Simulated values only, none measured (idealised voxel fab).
This section sets out a process module, namely voxel tone inversion.
Square cell edge 5 nm, section width 300 nm, ID cut.
A cross-section is written here as square cells arranged in a grid, and it is given in bands from the top down, each band taking up one or more rows of cells.
Read a band's entry like this: the first values are the height of its top and the height of its bottom in nm, and what follows is the sequence of materials from left to right, each with its width in nm. Note that "empty" is empty space, and that a single material marked "full width" reaches across the band from edge to edge.
Height datum 0, below which the as-received substrate wafer is one material. Lowest band open at the bottom, running downward: "0 nm and below".
The expression "30 to 40" gives the width at the extremes of the band, the first number at its top row of cells and the second at its bottom row, with the width changing by equal amounts from each row to the next in between.
Reading "all unchanged" for a step: not a cell of the cross-section changed in it.
"Tabulated closed voids" lists enclosed empty spaces (at least 8 cells, no open path upward to the top), each as width x height at distance from the left edge, in nm.
On a step's line, text after the settings is the simulator commenting on that step.
You can add "overlay nm" to a step's line. For a step with a mask, it describes how far the mask lay to the right of its planned position, and a negative number describes a lay to the left.
# The planned process steps are enumerated hereunder
- 1: RECEIVE,material Si
- 2: CONFORMAL_DEP,material SiN,thk nm 5
- 3: DIRECTIONAL_DEP,material polySi,thk nm 15
- 4: PATTERN,tone cover,mask id POSTS,material resist,width nm 15,pitch nm 40,thk nm 20,overlay nm 0
- 5: DIRECTIONAL_ETCH,etch materials polySi,depth nm 5
- 6: STRIP,etch materials resist
- 7: FILL_DEP,material SiO2,thk nm 10
- 8: CMP,height nm 20
- 9: STRIP,etch materials polySi
- 10: CONFORMAL_DEP,material TiN,thk nm 5
- 11: FILL_DEP,material Ru,thk nm 10
- 12: CMP,height nm 20
- 13: CONFORMAL_DEP,material SiN,thk nm 5
The plan shows the depth nm of step 5 as the first wafer had it; this setting differs between the wafers, which start out alike.
# So this is the first of several wafers, cross-sectioned as it came to us, meaning it's at the end of step 1
0 nm and below = Si full width
Tabulated closed voids: none
# Heads up, this table goes wafer by wafer. A row tells you, at the end of the module, how many cells of each material that wafer has put on (+) or dropped (-) since it was received, and then its closed voids
depth nm 5, +120 Ru, +120 SiN, +60 TiN, Tabulated closed voids: none
depth nm 10, +120 Ru, +120 SiN, +60 TiN, Tabulated closed voids: none
depth nm 15, +6 Ru, +120 SiN, +153 SiO2, +21 TiN, Tabulated closed voids: none
depth nm 20, +6 Ru, +120 SiN, +153 SiO2, +21 TiN, Tabulated closed voids: none
depth nm 25, +6 Ru, +120 SiN, +153 SiO2, +21 TiN, Tabulated closed voids: none
depth nm 30, +6 Ru, +120 SiN, +153 SiO2, +21 TiN, Tabulated closed voids: none
